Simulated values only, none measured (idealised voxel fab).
Documented hereafter: the process module known as voxel spacer lines.
Section cut is 210 nm wide and gridded with 5 nm square cells.
If you're reading a cross-section in this doc, picture square cells in a grid; it comes to you as bands, top ones listed first down to the bottom, and a band can be one or more rows of cells.
The entry gives the band's vertical extent as a top height and a bottom height in nm, then its horizontal make-up as materials from left to right, each with a width in nm. "air" stands for empty space; a single material marked "full width" fills the band edge to edge.
A quick word on heights: they are counted from 0, and under that level the wafer as it came to us is one material throughout. The lowest band is different from the rest in having no bottom; it simply continues downward, written as in "0 nm and below".
Note: "30->40" means the width goes from the first number (top row of the band) to the second number (bottom row) in equal steps per row of cells.
"remained the same" for a step: no cell of the cross-section changed in that step.
"Cavities, closed" contains a list of empty spaces, each no smaller than 8 cells and without an open way to the top, written in the form width x height at distance with the distance from the left edge and all three in nm.
What comes after the settings on a step's line is commentary from the simulator itself on that step.
A step's line can hold "overlay nm"; with a mask on that step, the setting says how far right of the planned place the mask lay, while a negative setting says it lay to the left.

Set out below are the planned steps of the process:
1 RECEIVE [material Si]
2 CONFORMAL_DEP [material Al2O3] [thk nm 10]
3 DIRECTIONAL_DEP [material TiN] [thk nm 10]
4 DIRECTIONAL_DEP [material polySi] [thk nm 30]
5 PATTERN [tone cover] [mask id MANDREL] [material resist] [width nm 15] [pitch nm 50] [thk nm 40] [overlay nm 0]
6 DIRECTIONAL_ETCH [etch materials polySi] [depth nm 30]
7 STRIP [etch materials resist]
8 CONFORMAL_DEP [material SiO2] [thk nm 10]
9 DIRECTIONAL_ETCH [etch materials SiO2] [depth nm 10]
10 STRIP [etch materials polySi]
11 DIRECTIONAL_ETCH [etch materials TiN] [depth nm 10]
12 STRIP [etch materials SiO2]

So this is the incoming wafer in cross-section - it's already been through step 1:
* 0 nm and below | Si full width
* Cavities, closed: none

Cross-section: first of two wafers, module finished, run according to plan:
* 20 nm to 10 nm | 35 of air  10 of TiN  15 of air  10 of TiN  15 of air  10 of TiN  15 of air  10 of TiN  15 of air  10 of TiN  15 of air  10 of TiN  40 of air
* 10 nm to 0 nm | Al2O3 full width
* 0 nm and below | Si full width
* Cavities, closed: none

Wafer two, sectioned after the module: the first wafer's start, the first wafer's plan, and one mistake in how it was run:
* 20 nm to 10 nm | 40 of air  10 of TiN  15 of air  10 of TiN  15 of air  10 of TiN  15 of air  10 of TiN  15 of air  10 of TiN  15 of air  10 of TiN  35 of air
* 10 nm to 0 nm | Al2O3 full width
* 0 nm and below | Si full width
* Cavities, closed: none
Against the plan, the run slipped here: step 5 deviated from plan and actually ran as PATTERN [tone cover] [mask id MANDREL] [material resist] [width nm 15] [pitch nm 50] [thk nm 40] [overlay nm 5]
at the end the second wafer has, in cells: as many of each material as the first, in other places
